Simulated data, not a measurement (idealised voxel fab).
voxel self aligned vias: a process module
The figure presents cross-section cut, which has a width of 145 nm and is divided into square cells with an edge length of 5 nm.
Heads up, the way a cross-section reads in here is a grid of square cells, handed over as bands from the top down, with every band being one or more rows of cells.
The entry gives the band's vertical extent as a top height and a bottom height in nm, then its horizontal make-up as materials from left to right, each with a width in nm. "air" stands for empty space; a single material marked "all across" fills the band edge to edge.
Counting heights begins at 0, where everything beneath is, in the wafer as received, one material. The lowest band has no bottom; it goes on downwards, as "0 -> down" shows.
So if you see something like "30 to 40" for the width, read it as the top row of the band sitting at the first number and the bottom row at the second, with every row in between moving by the same amount as the last.
The designation "no modification", where it is given for a processing step, indicates that no cell of the cross-section was altered in the course of that step.
The entry titled "Closed voids list" provides the empty spaces that have no open way to the top, restricted to those of 8 cells or more. Each is presented as width x height at distance, the distance being measured from the left edge, with all three in nm.
Where a step's line continues beyond its settings, the continuation is a remark by the simulator itself on that step.
overlay nm: step with mask; distance mask lay right of planned place; negative value = left of planned place.
## plan
step 1: RECEIVE: material Si
step 2: CONFORMAL_DEP: material SiO2, thk nm 15
step 3: CONFORMAL_DEP: material SiCN, thk nm 5
step 4: DIRECTIONAL_DEP: material SiO2, thk nm 20
step 5: DIRECTIONAL_DEP: material aC, thk nm 15
step 6: PATTERN: tone open, mask id LINES, material resist, width nm 25, pitch nm 65, thk nm 35, overlay nm 0
step 7: DIRECTIONAL_ETCH: etch materials aC, depth nm 15
step 8: STRIP: etch materials resist
step 9: DIRECTIONAL_ETCH: etch materials SiO2, depth nm 20
step 10: STRIP: etch materials aC
step 11: CONFORMAL_DEP: material TiN, thk nm 5
step 12: FILL_DEP: material Ru, thk nm 5
step 13: CMP: height nm 40
step 14: SELECTIVE_ETCH: etch materials W Ru TiN, depth nm 5
step 15: FILL_DEP: material SiN, thk nm 5
step 16: CMP: height nm 40
step 17: DIRECTIONAL_DEP: material SiO2, thk nm 20
step 18: DIRECTIONAL_DEP: material aC, thk nm 10
step 19: PATTERN: tone open, mask id VIAS, material resist, width nm 45, thk nm 25, overlay nm 0
step 20: DIRECTIONAL_ETCH: etch materials aC, depth nm 10
step 21: STRIP: etch materials resist
step 22: DIRECTIONAL_ETCH: etch materials SiO2, depth nm 20
step 23: DIRECTIONAL_ETCH: etch materials SiN, depth nm 5
step 24: STRIP: etch materials aC
step 25: CONFORMAL_DEP: material TiN, thk nm 5
step 26: FILL_DEP: material W, thk nm 10
step 27: CMP: height nm 60
step 28: CONFORMAL_DEP: material SiN, thk nm 5
## Wafer cross-section on receipt, i.e. after step 1
* 0 -> down | Si all across
* Closed voids list: none
## Wafer cross-section at end of module: start and plan as shown above, one execution error
* 65 -> 60 | SiN all across
* 60 -> 45 | SiO2 (15), TiN (5), W (35), TiN (5), SiO2 (85)
* 45 -> 40 | SiO2 (15), TiN (15), W (15), TiN (15), SiO2 (85)
* 40 -> 35 | SiO2 (25), TiN (25), SiO2 (40), aC (25), SiO2 (30)
* 35 -> 25 | SiO2 (25), TiN (5), Ru (15), TiN (5), SiO2 (40), TiN (5), Ru (15), TiN (5), SiO2 (30)
* 25 -> 20 | SiO2 (25), TiN (25), SiO2 (40), TiN (25), SiO2 (30)
* 20 -> 15 | SiCN all across
* 15 -> 0 | SiO2 all across
* 0 -> down | Si all across
* Closed voids list: none
Deviation from plan: note that step 15 departed from the planned setting and was carried out as FILL_DEP: material aC, thk nm 5
